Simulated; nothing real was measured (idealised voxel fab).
Documented hereafter: the process module known as voxel self aligned vias.
Xsec cut, 300 nm wide, square cell size 5 nm.
A cross-section is a grid of square cells, given in bands from the top down. A band is one or more rows of cells. It is stipulated that each band's entry specify, in nanometres, the height of the top of the band and then that of its bottom, followed by the materials of the band in left-to-right sequence, each together with its width in nanometres. A single material marked by the word "throughout" is understood to fill the band from edge to edge; the word "empty" is understood to denote empty space. The level at which height equals 0 is the one under which the wafer, as it arrives, is entirely one material. No lower edge exists for the bottom band, which continues downward and is notated as in "top 0, no bottom". So if you see something like "30 to 40" for the width, read it as the top row of the band sitting at the first number and the bottom row at the second, with every row in between moving by the same amount as the last. Where the words "nothing got changed" appear for a step, the cross-section shows no cell changed by that step; every cell remained as before. "Listed closed voids" lists enclosed empty spaces (at least 8 cells, no open path upward to the top), each as width x height at distance from the left edge, in nm. What comes after the settings on a step's line is commentary from the simulator itself on that step. A step line may carry the setting "overlay nm", which, for steps involving a mask, states the distance by which the mask lay to the right of its intended position; negative values denote displacement to the left.

THE PLANNED PROCESS STEPS ARE ENUMERATED HEREUNDER
| 1 | RECEIVE, material Si |
| 2 | CONFORMAL_DEP, material SiO2, thk nm 10 |
| 3 | CONFORMAL_DEP, material SiCN, thk nm 5 |
| 4 | DIRECTIONAL_DEP, material SiO2, thk nm 20 |
| 5 | MASKED_ETCH, tone open, mask id LINES, width nm 30, pitch nm 70, etch materials SiO2, depth nm 20, overlay nm 0 |
| 6 | CONFORMAL_DEP, material TiN, thk nm 5 |
| 7 | FILL_DEP, material Ru, thk nm 10 |
| 8 | CMP, height nm 35 |
| 9 | SELECTIVE_ETCH, etch materials W Ru TiN, depth nm 5 |
| 10 | FILL_DEP, material SiN, thk nm 10 |
| 11 | CMP, height nm 35 |
| 12 | DIRECTIONAL_DEP, material SiO2, thk nm 15 |
| 13 | MASKED_ETCH, tone open, mask id VIAS, width nm 50, etch materials SiO2, depth nm 15, overlay nm 0 |
| 14 | MASKED_ETCH, tone open, mask id VIAS, width nm 50, etch materials SiN, depth nm 5, overlay nm 0 |
| 15 | CONFORMAL_DEP, material TiN, thk nm 5 |
| 16 | FILL_DEP, material W, thk nm 5 |
| 17 | CMP, height nm 50 |
| 18 | CONFORMAL_DEP, material SiCN, thk nm 5 |

INCOMING WAFER, CROSS-SECTIONAL VIEW, POST STEP 1
* top 0, no bottom  Si throughout
* Listed closed voids: none

CROSS-SECTION TAKEN AT MODULE COMPLETION ON THE FIRST OF TWO WAFERS; PROCESSED PER THE PLAN
* top 55, bottom 50  SiCN throughout
* top 50, bottom 40  SiO2=90, TiN=5, W=40, TiN=5, SiO2=160
* top 40, bottom 35  SiO2=90, TiN=15, W=20, TiN=15, SiO2=160
* top 35, bottom 30  SiO2=100, TiN=30, SiO2=40, SiN=30, SiO2=100
* top 30, bottom 20  SiO2=100, TiN=5, Ru=20, TiN=5, SiO2=40, TiN=5, Ru=20, TiN=5, SiO2=100
* top 20, bottom 15  SiO2=100, TiN=30, SiO2=40, TiN=30, SiO2=100
* top 15, bottom 10  SiCN throughout
* top 10, bottom 0  SiO2 throughout
* top 0, no bottom  Si throughout
* Listed closed voids: none

END-OF-MODULE CROSS-SECTION OF THE SECOND WAFER: IDENTICAL STARTING POINT AND PROCESS PLAN TO THE FIRST, WITH ONE PROCESSING MISTAKE
* top 55, bottom 50  SiCN throughout
* top 50, bottom 40  SiO2=90, TiN=5, W=40, TiN=5, SiO2=160
* top 40, bottom 35  SiO2=90, TiN=15, W=20, TiN=15, SiO2=160
* top 35, bottom 30  SiO2=100, TiN=30, SiO2=40, SiN=30, SiO2=100
* top 30, bottom 25  SiO2=100, TiN=30, SiO2=40, TiN=30, SiO2=100
* top 25, bottom 10  SiCN throughout
* top 10, bottom 0  SiO2 throughout
* top 0, no bottom  Si throughout
* Listed closed voids: none
Finding, execution versus plan: step 3 changed vs plan, executed as CONFORMAL_DEP, material SiCN, thk nm 15
Heads up, by the end the second wafer has more or fewer cells of some materials compared to the first: Ru -16 | SiCN +120 | SiO2 -96 | TiN -8
